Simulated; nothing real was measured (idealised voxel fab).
Herein follows the process module entitled voxel gate over fins.
It is cross-section cut that appears here, measuring 265 nm in width, its square cells being 5 nm in size.
We lay out every cross-section as a grid of square cells and spell it out in bands from the top down, where one band means one or more rows of cells.
In this notation a band is specified by the heights of its top and bottom, in that order and in nm, after which its materials appear from left to right, each paired with its width in nm. The word "edge to edge" attached to a single material means that material fills the band from edge to edge; the word "air" stands for empty space.
The level at which height equals 0 is the one under which the wafer, as it arrives, is entirely one material. No lower edge exists for the bottom band, which continues downward and is notated as in "from 0 down".
The two numbers in a width such as "30->40" mark its ends across the band: the first belongs to the top row of cells, the second to the bottom row, and from each row to the next the width moves by the same amount.
"no change" after a step means that no cell of the cross-section changed.
Entry "Fully sealed cavities" = empty spaces >= 8 cells with no open way to the top; each as width x height at distance, distance from left edge, all nm.
Step line, after settings: the simulator's comment on this step.
The optional step-line setting "overlay nm" applies to steps with a mask and quantifies how far to the right of its planned location the mask lay, a negative value indicating leftward placement.
The following list gives the planned process steps:
| 1 | RECEIVE, material Si |
| 2 | CONFORMAL_DEP, material SiN, thk nm 5 |
| 3 | MASKED_ETCH, tone cover, mask id FINS, width nm 15, pitch nm 60, etch materials SiN, depth nm 5, overlay nm -15 |
| 4 | MASKED_ETCH, tone cover, mask id FINS, width nm 15, pitch nm 60, etch materials Si, depth nm 30, overlay nm 0 |
| 5 | OXIDIZE, depth nm 5 |
| 6 | FILL_DEP, material SiO2, thk nm 5 |
| 7 | CMP, height nm 5 |
| 8 | PATTERN, tone open, mask id RAIL, material resist, width nm 15, thk nm 15, overlay nm 0 |
| 9 | DIRECTIONAL_ETCH, etch materials SiO2, depth nm 30 |
| 10 | STRIP, etch materials resist |
| 11 | CONFORMAL_DEP, material TiN, thk nm 5 |
| 12 | FILL_DEP, material W, thk nm 5 |
| 13 | CMP, height nm 5 |
| 14 | SELECTIVE_ETCH, etch materials W Ru TiN, depth nm 25 |
| 15 | FILL_DEP, material SiO2, thk nm 5 |
| 16 | CMP, height nm 5 |
| 17 | SELECTIVE_ETCH, etch materials SiO2, depth nm 15 |
| 18 | STRIP, etch materials SiN |
| 19 | CONFORMAL_DEP, material HfO2, thk nm 5 |
| 20 | CONFORMAL_DEP, material TiN, thk nm 5 |
| 21 | CONFORMAL_DEP, material TiAl, thk nm 5 |
| 22 | CONFORMAL_DEP, material TiN, thk nm 5 |
| 23 | FILL_DEP, material W, thk nm 10 |
| 24 | CMP, height nm 25 |
| 25 | CONFORMAL_DEP, material SiN, thk nm 5 |
The wafers are alike at the start. At step 3, their overlay nm differs. The plan lists the first wafer's value.
First wafer of several, as received: cross-section after step 1:
* from 0 down: Si edge to edge
* Fully sealed cavities: none
End-of-module cross-section, first of several wafers, after last step 25:
* from 30 to 25: SiN edge to edge
* from 25 to 20: W edge to edge
* from 20 to 15: 65 W, 45 TiN, 15 W, 45 TiN, 95 W
* from 15 to 10: 65 W, 5 TiN, 35 TiAl, 25 TiN, 35 TiAl, 20 TiN, 80 W
* from 10 to 5: 70 TiN, 5 TiAl, 25 TiN, 20 TiAl, 10 TiN, 5 TiAl, 25 TiN, 20 TiAl, 85 TiN
* from 5 to 0: 75 TiAl, 5 TiN, 15 HfO2, 20 TiN, 20 TiAl, 5 TiN, 15 HfO2, 20 TiN, 90 TiAl
* from 0 to -5: 80 TiN, 5 HfO2, 5 Si, 20 HfO2, 30 TiN, 5 HfO2, 5 Si, 20 HfO2, 95 TiN
* from -5 to -10: 85 HfO2, 20 Si, 40 HfO2, 20 Si, 100 HfO2
* from -10 to -20: 85 SiO2, 20 Si, 40 SiO2, 20 Si, 100 SiO2
* from -20 to -25: 85 SiO2, 20 Si, 20 SiO2, 15 TiN, 5 SiO2, 20 Si, 100 SiO2
* from -25 to -35: 85 SiO2, 20 Si, 40 SiO2, 20 Si, 100 SiO2
* from -35 down: Si edge to edge
* Fully sealed cavities: none
Sectional view of the last wafer upon completion of the module:
* from 30 to 25: SiN edge to edge
* from 25 to 20: W edge to edge
* from 20 to 15: 95 W, 45 TiN, 15 W, 45 TiN, 65 W
* from 15 to 10: 80 W, 20 TiN, 35 TiAl, 25 TiN, 35 TiAl, 5 TiN, 65 W
* from 10 to 5: 85 TiN, 20 TiAl, 25 TiN, 5 TiAl, 10 TiN, 20 TiAl, 25 TiN, 5 TiAl, 70 TiN
* from 5 to 0: 90 TiAl, 20 TiN, 15 HfO2, 5 TiN, 20 TiAl, 20 TiN, 15 HfO2, 5 TiN, 75 TiAl
* from 0 to -5: 95 TiN, 20 HfO2, 5 Si, 5 HfO2, 30 TiN, 20 HfO2, 5 Si, 5 HfO2, 80 TiN
* from -5 to -10: 100 HfO2, 20 Si, 40 HfO2, 20 Si, 85 HfO2
* from -10 to -20: 100 SiO2, 20 Si, 40 SiO2, 20 Si, 85 SiO2
* from -20 to -25: 100 SiO2, 20 Si, 5 SiO2, 15 TiN, 20 SiO2, 20 Si, 85 SiO2
* from -25 to -35: 100 SiO2, 20 Si, 40 SiO2, 20 Si, 85 SiO2
* from -35 down: Si edge to edge
* Fully sealed cavities: none
Row per wafer, end-of-module: cell gain (+)/loss (-) by material since the wafer came in, then closed voids:
overlay nm -15; +61 HfO2; -321 Si; +53 SiN; +222 SiO2; +61 TiAl; +125 TiN; +117 W; Fully sealed cavities: none
overlay nm -10; +61 HfO2; -333 Si; +53 SiN; +232 SiO2; +61 TiAl; +125 TiN; +119 W; Fully sealed cavities: none
overlay nm -5; +61 HfO2; -345 Si; +53 SiN; +242 SiO2; +61 TiAl; +125 TiN; +121 W; Fully sealed cavities: none
overlay nm 0; +61 HfO2; -357 Si; +53 SiN; +252 SiO2; +61 TiAl; +125 TiN; +123 W; Fully sealed cavities: none
overlay nm 5; +61 HfO2; -345 Si; +53 SiN; +242 SiO2; +61 TiAl; +125 TiN; +121 W; Fully sealed cavities: none
overlay nm 10; +61 HfO2; -333 Si; +53 SiN; +232 SiO2; +61 TiAl; +125 TiN; +119 W; Fully sealed cavities: none
overlay nm 15; +61 HfO2; -321 Si; +53 SiN; +222 SiO2; +61 TiAl; +125 TiN; +117 W; Fully sealed cavities: none
